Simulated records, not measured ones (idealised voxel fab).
Presented below is a process module, voxel fin reveal.
The width of the displayed cross-section, cut, is 285 nm; its cells are square, with a size of 5 nm.
Cross-section format: a grid of square cells, given as bands from top to bottom; each band is one or more rows of cells.
Per band: top height and bottom height in nm, followed by the left-to-right materials and their widths in nm; "full width" marks a single material spanning edge to edge, "blank" marks empty space.
Height is counted from the level 0, under which the received wafer is composed throughout of one material. The lowest of the bands is not closed at the bottom but continues downward, in the notation "0 and below".
So if you see something like "30->40" for the width, read it as the top row of the band sitting at the first number and the bottom row at the second, with every row in between moving by the same amount as the last.
Step note "no modification" = no cross-section cell changed.
In the "Completely enclosed voids" entry, you get each enclosed empty space of 8 cells or more, one with no open way to the top, written width x height at distance, distance from the left edge, in nm.
Heads up: the bit after the settings on a step's line is the simulator's remark on that step.
overlay nm: mask right of planned place by this much (step with mask). Neg. = left.
# The following list gives the planned process steps
- 1: op RECEIVE | material Si
- 2: op CONFORMAL_DEP | material SiN | thk nm 10
- 3: op DIRECTIONAL_DEP | material aC | thk nm 15
- 4: op PATTERN | tone cover | mask id FINS | material resist | width nm 15 | pitch nm 40 | thk nm 30 | overlay nm 0
- 5: op DIRECTIONAL_ETCH | etch materials aC | depth nm 15
- 6: op STRIP | etch materials resist
- 7: op DIRECTIONAL_ETCH | etch materials SiN | depth nm 10
- 8: op DIRECTIONAL_ETCH | etch materials Si | depth nm 35
- 9: op STRIP | etch materials aC
- 10: op FILL_DEP | material SiO2 | thk nm 10
- 11: op CMP | height nm 10
- 12: op SELECTIVE_ETCH | etch materials SiO2 | depth nm 20
- 13: op STRIP | etch materials SiN
- 14: op CONFORMAL_DEP | material HfO2 | thk nm 5
# So this is the incoming wafer in cross-section - it's already been through step 1
0 and below | Si full width
Completely enclosed voids: none
# Same starting wafer, same plan as above, one mistake in the execution; this is the cross-section at the end of the module
5 down to 0 | 85 blank, then 25 HfO2, then 15 blank, then 25 HfO2, then 15 blank, then 25 HfO2, then 95 blank
0 down to -5 | 85 blank, then 5 HfO2, then 15 Si, then 5 HfO2, then 15 blank, then 5 HfO2, then 15 Si, then 5 HfO2, then 15 blank, then 5 HfO2, then 15 Si, then 5 HfO2, then 95 blank
-5 down to -10 | 90 HfO2, then 15 Si, then 25 HfO2, then 15 Si, then 25 HfO2, then 15 Si, then 100 HfO2
-10 down to -35 | 90 SiO2, then 15 Si, then 25 SiO2, then 15 Si, then 25 SiO2, then 15 Si, then 100 SiO2
-35 and below | Si full width
Completely enclosed voids: none
Short version of what went wrong: for step 4, the planned setting was not used; the step was instead run as op PATTERN | tone cover | mask id FINS | material resist | width nm 15 | pitch nm 40 | thk nm 30 | overlay nm -5
